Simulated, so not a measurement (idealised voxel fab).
This section sets out a process module, namely voxel trench capacitor.
Pictured: cross-section cut, 255 nm wide, on a grid of 5 nm square cells.
Cross-sections here: square-cell grids, written as top-down lists of bands, a band being one or more rows of cells. Read a band's entry like this: the first values are the height of its top and the height of its bottom in nm, and what follows is the sequence of materials from left to right, each with its width in nm. Note that "empty" is empty space, and that a single material marked "throughout" reaches across the band from edge to edge. Heights are expressed relative to 0, this being the level below which the as-received wafer comprises one material exclusively. The lowest band is unbounded in the downward direction and is denoted as in "z 0 and below". You'd read "30 to 40" like this: the band's top row of cells is as wide as the first number, its bottom row is as wide as the second, and going down, every row changes width by the same amount as the row before did. Where a step carries "no alteration", the cross-section came out of it unchanged, cell for cell. Closed-off voids of 8+ cells (no open route to the top) go in "Sealed internal voids", written width x height at distance from the left edge, in nm. That trailing text on a step's line, after the settings, is the simulator's own remark on the step. For masked steps, "overlay nm" on the step line gives how far right of plan the mask actually lay; a minus sign means it lay to the left.
LIST OF PLANNED PROCESS STEPS
step 1: RECEIVE [material Si]
step 2: CONFORMAL_DEP [material SiN] [thk nm 5]
step 3: PATTERN [tone open] [mask id TRENCH] [material resist] [width nm 25] [pitch nm 40] [thk nm 20] [overlay nm 0]
step 4: DIRECTIONAL_ETCH [etch materials SiN] [depth nm 5]
step 5: DIRECTIONAL_ETCH [etch materials Si] [depth nm 30]
step 6: STRIP [etch materials resist]
step 7: CONFORMAL_DEP [material HfO2] [thk nm 5]
step 8: CONFORMAL_DEP [material TiN] [thk nm 5]
step 9: FILL_DEP [material W] [thk nm 5]
step 10: CMP [height nm 5]
The value of thk nm given for step 8 in the plan refers to the first wafer; the wafers vary in this setting and are alike at the start.
CROSS-SECTION OF THE FIRST OF SEVERAL RECEIVED WAFERS, SHOWING ITS STATE AFTER STEP 1
> z 0 and below: Si throughout
> Sealed internal voids: none
DEPICTED HERE IS THE FIRST OF SEVERAL WAFERS IN CROSS-SECTION, AT MODULE COMPLETION FOLLOWING THE LAST STEP, STEP 10
> z 5 to 0: SiN: 95; HfO2: 5; TiN: 5; W: 5; TiN: 5; HfO2: 5; SiN: 15; HfO2: 5; TiN: 5; W: 5; TiN: 5; HfO2: 5; SiN: 95
> z 0 to -20: Si: 95; HfO2: 5; TiN: 5; W: 5; TiN: 5; HfO2: 5; Si: 15; HfO2: 5; TiN: 5; W: 5; TiN: 5; HfO2: 5; Si: 95
> z -20 to -25: Si: 95; HfO2: 5; TiN: 15; HfO2: 5; Si: 15; HfO2: 5; TiN: 15; HfO2: 5; Si: 95
> z -25 to -30: Si: 95; HfO2: 25; Si: 15; HfO2: 25; Si: 95
> z -30 and below: Si throughout
> Sealed internal voids: none
END OF MODULE: CROSS-SECTION, LAST OF SEVERAL WAFERS
> z 5 to 0: SiN: 95; HfO2: 5; TiN: 15; HfO2: 5; SiN: 15; HfO2: 5; TiN: 15; HfO2: 5; SiN: 95
> z 0 to -25: Si: 95; HfO2: 5; TiN: 15; HfO2: 5; Si: 15; HfO2: 5; TiN: 15; HfO2: 5; Si: 95
> z -25 to -30: Si: 95; HfO2: 25; Si: 15; HfO2: 25; Si: 95
> z -30 and below: Si throughout
> Sealed internal voids: none
WAFER ROWS; END OF MODULE; CELLS PER MATERIAL SINCE RECEIPT: (+) GAINED, (-) LOST; THEN CLOSED VOIDS
thk nm 5; +34 HfO2; -60 Si; +41 SiN; +26 TiN; +10 W; Sealed internal voids: none
thk nm 10; +34 HfO2; -60 Si; +41 SiN; +36 TiN; Sealed internal voids: none
thk nm 15; +34 HfO2; -60 Si; +41 SiN; +36 TiN; Sealed internal voids: none
thk nm 20; +34 HfO2; -60 Si; +41 SiN; +36 TiN; Sealed internal voids: none
